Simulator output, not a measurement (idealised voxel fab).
voxel spacer lines: a process module
We display cut, a cross-section 205 nm in width whose square cells are each 5 nm.
How to read a cross-section here: the picture is a grid of square cells, written as bands going from the top down, and any band can span one or more rows of cells.
Heads up on the band format: heights come first, top then bottom, in nm. After that it's the materials left to right, each with its width in nm. A single material flagged "everywhere" fills the whole band edge to edge, and "air" means there's empty space there.
For the purposes of this specification, 0 denotes the height below which the wafer in its as-received condition is composed wholly of one material, and the lowermost band, lacking a lower limit, extends downward without end, as expressed in "0..down".
Think of "30->40" as a width that walks from the first number to the second as you go down the band, top row to bottom row, taking equal-sized steps from row to row.
The cross-section has no changed cell in any step marked "nothing altered".
Any empty space of 8 cells or more lacking an open way to the top shows up in "Enclosed void entries" as width x height at distance, distance from the left edge, in nm.
Anything after a step's settings on that line? It's the simulator's own note about the step.
Regarding "overlay nm": on a step with a mask, it is the distance the mask lay to the right of its planned place; a negative value places it to the left.
Steps planned for the process
1 RECEIVE: material Si
2 CONFORMAL_DEP: material Al2O3, thk nm 10
3 DIRECTIONAL_DEP: material W, thk nm 15
4 DIRECTIONAL_DEP: material aC, thk nm 20
5 PATTERN: tone cover, mask id MANDREL, material resist, width nm 15, pitch nm 50, thk nm 25, overlay nm 0
6 DIRECTIONAL_ETCH: etch materials aC, depth nm 20
7 STRIP: etch materials resist
8 CONFORMAL_DEP: material SiO2, thk nm 10
9 DIRECTIONAL_ETCH: etch materials SiO2, depth nm 10
10 STRIP: etch materials aC
11 DIRECTIONAL_ETCH: etch materials W, depth nm 15
12 STRIP: etch materials SiO2
13 FILL_DEP: material SiO2, thk nm 10
14 CMP: height nm 25
Here's what the wafer looked like in cross-section when it arrived - that's after step 1
	0..down | Si everywhere
	Enclosed void entries: none
Below is the wafer in cross-section after the module was completed. It began from the starting point shown above and followed the plan shown above, except that one mistake was made while running it
	25..10 | SiO2 60 nm | W 10 nm | SiO2 20 nm | W 10 nm | SiO2 10 nm | W 10 nm | SiO2 20 nm | W 10 nm | SiO2 55 nm
	10..0 | Al2O3 everywhere
	0..down | Si everywhere
	Enclosed void entries: none
Run error: step 5 ran with different settings than intended, the actual operation and settings being PATTERN: tone cover, mask id MANDREL, material resist, width nm 20, pitch nm 50, thk nm 25, overlay nm 0
